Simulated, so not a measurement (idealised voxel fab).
Process module heading - voxel air gaps
Cross-sectional view cut (width: 170 nm; square cell size: 5 nm).
In what follows, cross-sections appear as grids of square cells, described through bands that run from the top down, where every band is one or more rows of cells.
Each band's line starts with the height of the band's top and of its bottom, in nm. Then come its materials from left to right, each with its width in nm. One material with "all across" fills the band from edge to edge. "air" is empty space.
It should be noted that heights are counted from 0, beneath which the wafer as supplied is of one material throughout, and that the lowest band possesses no lower boundary but continues downward, as written in "0 down".
Width "30 to 40": first value at the band's top row of cells, second value at its bottom row, equal change from row to row.
For the purposes of this document, the phrase "left unchanged" attached to a step denotes that no cell within the cross-section was modified by that step.
You'll see "Closed voids list" listing empty spaces that have no way open to the top, as long as they're 8 cells or more; the notation is width x height at distance, where the distance is from the left edge, and all of it is in nm.
Note: text after step settings on the step line = simulator remark on that step.
overlay nm: for a step with a mask, the amount by which the mask lay right of where it was planned; a negative amount means left of it.
### Set out below are the planned steps of the process
1,RECEIVE | material Si
2,CONFORMAL_DEP | material SiO2 | thk nm 15
3,CONFORMAL_DEP | material SiN | thk nm 5
4,DIRECTIONAL_DEP | material SiO2 | thk nm 40
5,MASKED_ETCH | tone open | mask id LINES | width nm 25 | pitch nm 50 | etch materials SiO2 | depth nm 40 | overlay nm 0
6,CONFORMAL_DEP | material TiN | thk nm 5
7,FILL_DEP | material W | thk nm 5
8,CMP | height nm 60
9,EPI | material Ru | thk nm 10
10,SELECTIVE_ETCH | etch materials SiO2 | depth nm 50
11,CONFORMAL_DEP | material SiCN | thk nm 5
### Step 1 complete: cross-section of the wafer as received
> 0 down: Si all across
> Closed voids list: none
### Look at the cross-section after the module: the wafer started out the way shown above and the plan was the one shown above, yet one mistake was made along the way
> 70 to 60: 10 of air, 45 of Ru, 5 of air, 45 of Ru, 5 of air, 45 of Ru, 15 of air
> 60 to 25: 20 of air, 5 of TiN, 15 of W, 5 of TiN, 25 of air, 5 of TiN, 15 of W, 5 of TiN, 25 of air, 5 of TiN, 15 of W, 5 of TiN, 25 of air
> 25 to 20: 20 of air, 25 of TiN, 25 of air, 25 of TiN, 25 of air, 25 of TiN, 25 of air
> 20 to 15: SiN all across
> 15 to 0: SiO2 all across
> 0 down: Si all across
> Closed voids list: none
Against the plan, the run slipped here: step 11 of the plan did not run at all; it was left out
